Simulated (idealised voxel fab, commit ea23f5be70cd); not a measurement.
process module | voxel transistor to metal
cross-section cut | 150 nm wide | cells 5 nm
A cross-section is a grid of square cells, given in bands from the top down. A band is one or more rows of cells.
Each band's line starts with the height of the band's top and of its bottom, in nm. Then come its materials from left to right, each with its width in nm. One material with "throughout" fills the band from edge to edge. "air" is empty space.
Height 0 is the level under which the wafer as received is all one material. The lowest band goes on downwards, as in "0 down".
A width such as "30 to 40" changes by the same amount from each row of cells to the next, from the band's top row to its bottom row.
"no change" after a step means that no cell of the cross-section changed.
closed voids: empty space of 8 cells or more with no open way to the top, each as width x height at its distance from the left edge, in nm
after a step's settings: what the simulator itself notes on the step
overlay nm, on a step with a mask: how far to the right of its planned place the mask lay; to the left if negative
plan
1 op RECEIVE | material Si
2 op CONFORMAL_DEP | material SiO2 | thk nm 5
3 op CONFORMAL_DEP | material SiN | thk nm 10
4 op PATTERN | tone cover | mask id ACTIVE | material resist | width nm 95 | thk nm 15 | overlay nm 0
5 op DIRECTIONAL_ETCH | etch materials SiN | depth nm 10
6 op DIRECTIONAL_ETCH | etch materials SiO2 | depth nm 5
7 op DIRECTIONAL_ETCH | etch materials Si | depth nm 25
8 op STRIP | etch materials resist
9 op OXIDIZE | depth nm 5
10 op FILL_DEP | material SiO2 | thk nm 10
11 op CMP | height nm 15
12 op SELECTIVE_ETCH | etch materials SiO2 | depth nm 5
13 op STRIP | etch materials SiN
14 op SELECTIVE_ETCH | etch materials SiO2 | depth nm 5
15 op OXIDIZE | depth nm 5
16 op DIRECTIONAL_DEP | material polySi | thk nm 30
17 op DIRECTIONAL_DEP | material SiCN | thk nm 10
18 op MASKED_ETCH | tone cover | mask id GATE | width nm 15 | etch materials SiCN | depth nm 20 | overlay nm 0
19 op MASKED_ETCH | tone cover | mask id GATE | width nm 15 | etch materials polySi | depth nm 40 | overlay nm 0
20 op CONFORMAL_DEP | material SiN | thk nm 10
21 op DIRECTIONAL_ETCH | etch materials SiN | depth nm 10
22 op DIRECTIONAL_ETCH | etch materials SiO2 | depth nm 5
23 op DIRECTIONAL_ETCH | etch materials Si | depth nm 10
24 op EPI | material pSi | thk nm 10
25 op FILL_DEP | material SiO2 | thk nm 5
26 op CMP | height nm 40
27 op DIRECTIONAL_DEP | material SiO2 | thk nm 15
28 op MASKED_ETCH | tone open | mask id CONTACT | width nm 20 | pitch nm 65 | etch materials SiO2 | depth nm 60 | overlay nm 0
29 op CONFORMAL_DEP | material TiN | thk nm 5
30 op FILL_DEP | material Ru | thk nm 5
31 op CMP | height nm 55
32 op CONFORMAL_DEP | material SiCN | thk nm 5
33 op DIRECTIONAL_DEP | material SiO2 | thk nm 20
34 op PATTERN | tone open | mask id METAL_1 | material resist | width nm 20 | pitch nm 65 | thk nm 15 | overlay nm 0
35 op DIRECTIONAL_ETCH | etch materials SiO2 | depth nm 20
36 op DIRECTIONAL_ETCH | etch materials SiCN | depth nm 5
37 op STRIP | etch materials resist
38 op CONFORMAL_DEP | material TiN | thk nm 5
39 op FILL_DEP | material Cu | thk nm 5
40 op CMP | height nm 80
41 op CONFORMAL_DEP | material SiN | thk nm 5
as received, after step 1
  0 down: Si throughout
  closed voids: none
a wafer at the end: this start, this plan, one mistake
  85 to 80: SiN throughout
  80 to 60: SiO2 30 | TiN 5 | Cu 10 | TiN 5 | SiO2 45 | TiN 5 | Cu 10 | TiN 5 | SiO2 35
  60 to 55: SiCN 30 | TiN 20 | SiCN 45 | TiN 20 | SiCN 35
  55 to 40: SiO2 30 | TiN 5 | Ru 10 | TiN 5 | SiO2 45 | TiN 5 | Ru 10 | TiN 5 | SiO2 35
  40 to 30: SiO2 30 | TiN 5 | Ru 10 | TiN 5 | SiN 15 | SiCN 15 | SiN 15 | TiN 5 | Ru 10 | TiN 5 | SiO2 35
  30 to 15: SiO2 30 | TiN 5 | Ru 10 | TiN 5 | SiN 15 | polySi 15 | SiN 15 | TiN 5 | Ru 10 | TiN 5 | SiO2 35
  15 to 10: SiO2 30 | TiN 10 | Ru 5 | TiN 5 | SiN 15 | polySi 15 | SiN 15 | TiN 5 | Ru 5 | TiN 10 | SiO2 35
  10 to 5: SiN 35 | TiN 15 | SiN 15 | polySi 15 | SiN 15 | TiN 15 | SiN 40
  5 to 0: SiO2 20 | SiN 45 | polySi 15 | SiN 45 | SiO2 25
  0 to -5: SiO2 throughout
  -5 to -30: SiO2 30 | Si 85 | SiO2 35
  -30 down: Si throughout
  closed voids: none
what went wrong: step 20 ran as: op CONFORMAL_DEP | material SiN | thk nm 15
